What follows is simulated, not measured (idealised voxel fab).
The document below concerns the process module designated voxel gate over fins.
The figure presents cross-section cut, which has a width of 255 nm and is divided into square cells with an edge length of 5 nm.
Notation: cross-section as square-cell grid; stated in bands, top first, going down; one or more cell rows per band.
Within each band entry, the heights of the top and of the bottom of the band appear first, in that order and in nm; the materials of the band then follow from left to right, each with its corresponding width in nm. The designation "everywhere" on a single material indicates that it fills the band from edge to edge; the designation "empty" indicates empty space.
Zero point of the height axis is 0; under it, received wafer = one material. Lowest band: continues down indefinitely, "z 0 and below".
A width given as "30->40" starts at the first number in the band's top row and ends at the second number in its bottom row, shifting by an equal amount at every step from row to row.
"no change occurred" means the step left every cell of the cross-section as it was.
Entry "Enclosed void catalog" = empty spaces >= 8 cells with no open way to the top; each as width x height at distance, distance from left edge, all nm.
On a step's line, text after the settings is the simulator commenting on that step.
overlay nm: right-of-plan distance of the mask on a masked step; negative values mean left-of-plan.

## So here's the lineup of process steps we planned
| 1 | RECEIVE: material Si |
| 2 | CONFORMAL_DEP: material SiN, thk nm 10 |
| 3 | MASKED_ETCH: tone cover, mask id FINS, width nm 15, pitch nm 45, etch materials SiN, depth nm 10, overlay nm 0 |
| 4 | MASKED_ETCH: tone cover, mask id FINS, width nm 15, pitch nm 45, etch materials Si, depth nm 30, overlay nm 0 |
| 5 | OXIDIZE: depth nm 5 |
| 6 | FILL_DEP: material SiO2, thk nm 10 |
| 7 | CMP: height nm 10 |
| 8 | SELECTIVE_ETCH: etch materials SiO2, depth nm 25 |
| 9 | STRIP: etch materials SiN |
| 10 | CONFORMAL_DEP: material HfO2, thk nm 5 |
| 11 | CONFORMAL_DEP: material TiN, thk nm 5 |
| 12 | FILL_DEP: material W, thk nm 15 |
| 13 | CMP: height nm 20 |
| 14 | CONFORMAL_DEP: material SiN, thk nm 10 |
The plan shows the width nm of step 4 as the first wafer had it; this setting differs between the wafers, which start out alike.

## Step 1 complete: as-received cross-section of the first of several wafers
z 0 and below: Si everywhere
Enclosed void catalog: none

## Cross-section, first of several wafers, end of module, after last step 14
z 30 to 20: SiN everywhere
z 20 to 10: W everywhere
z 10 to 5: W 90 nm, then TiN 25 nm, then W 20 nm, then TiN 25 nm, then W 95 nm
z 5 to 0: W 90 nm, then TiN 5 nm, then HfO2 15 nm, then TiN 5 nm, then W 20 nm, then TiN 5 nm, then HfO2 15 nm, then TiN 5 nm, then W 95 nm
z 0 to -5: W 90 nm, then TiN 5 nm, then HfO2 5 nm, then Si 5 nm, then HfO2 5 nm, then TiN 5 nm, then W 20 nm, then TiN 5 nm, then HfO2 5 nm, then Si 5 nm, then HfO2 5 nm, then TiN 5 nm, then W 95 nm
z -5 to -10: TiN 95 nm, then HfO2 5 nm, then Si 5 nm, then HfO2 5 nm, then TiN 30 nm, then HfO2 5 nm, then Si 5 nm, then HfO2 5 nm, then TiN 100 nm
z -10 to -15: HfO2 100 nm, then Si 5 nm, then HfO2 40 nm, then Si 5 nm, then HfO2 105 nm
z -15 to -35: SiO2 100 nm, then Si 5 nm, then SiO2 40 nm, then Si 5 nm, then SiO2 105 nm
z -35 and below: Si everywhere
Enclosed void catalog: none

## End of module: cross-section, last of several wafers
z 30 to 20: SiN everywhere
z 20 to 10: W everywhere
z 10 to 5: W 90 nm, then TiN 25 nm, then W 20 nm, then TiN 25 nm, then W 95 nm
z 5 to 0: W 85 nm, then TiN 10 nm, then HfO2 15 nm, then TiN 15 nm, then W 5 nm, then TiN 10 nm, then HfO2 15 nm, then TiN 15 nm, then W 85 nm
z 0 to -5: W 85 nm, then TiN 5 nm, then HfO2 10 nm, then Si 5 nm, then HfO2 15 nm, then TiN 5 nm, then W 5 nm, then TiN 5 nm, then HfO2 10 nm, then Si 5 nm, then HfO2 15 nm, then TiN 5 nm, then W 85 nm
z -5 to -10: TiN 90 nm, then HfO2 5 nm, then Si 20 nm, then HfO2 5 nm, then TiN 15 nm, then HfO2 5 nm, then Si 20 nm, then HfO2 5 nm, then TiN 90 nm
z -10 to -15: HfO2 95 nm, then Si 20 nm, then HfO2 25 nm, then Si 20 nm, then HfO2 95 nm
z -15 to -35: SiO2 95 nm, then Si 20 nm, then SiO2 25 nm, then Si 20 nm, then SiO2 95 nm
z -35 and below: Si everywhere
Enclosed void catalog: none

## Take any row and you have a wafer at the end of the module: how many cells of each material it has gained (+) or lost (-) since it was received, and then its closed voids
width nm 15 | +63 HfO2 | -343 Si | +102 SiN | +196 SiO2 | +63 TiN | +225 W | Enclosed void catalog: none
width nm 20 | +63 HfO2 | -331 Si | +102 SiN | +188 SiO2 | +63 TiN | +221 W | Enclosed void catalog: none
width nm 25 | +63 HfO2 | -319 Si | +102 SiN | +180 SiO2 | +63 TiN | +217 W | Enclosed void catalog: none
width nm 30 | +63 HfO2 | -307 Si | +102 SiN | +172 SiO2 | +63 TiN | +213 W | Enclosed void catalog: none
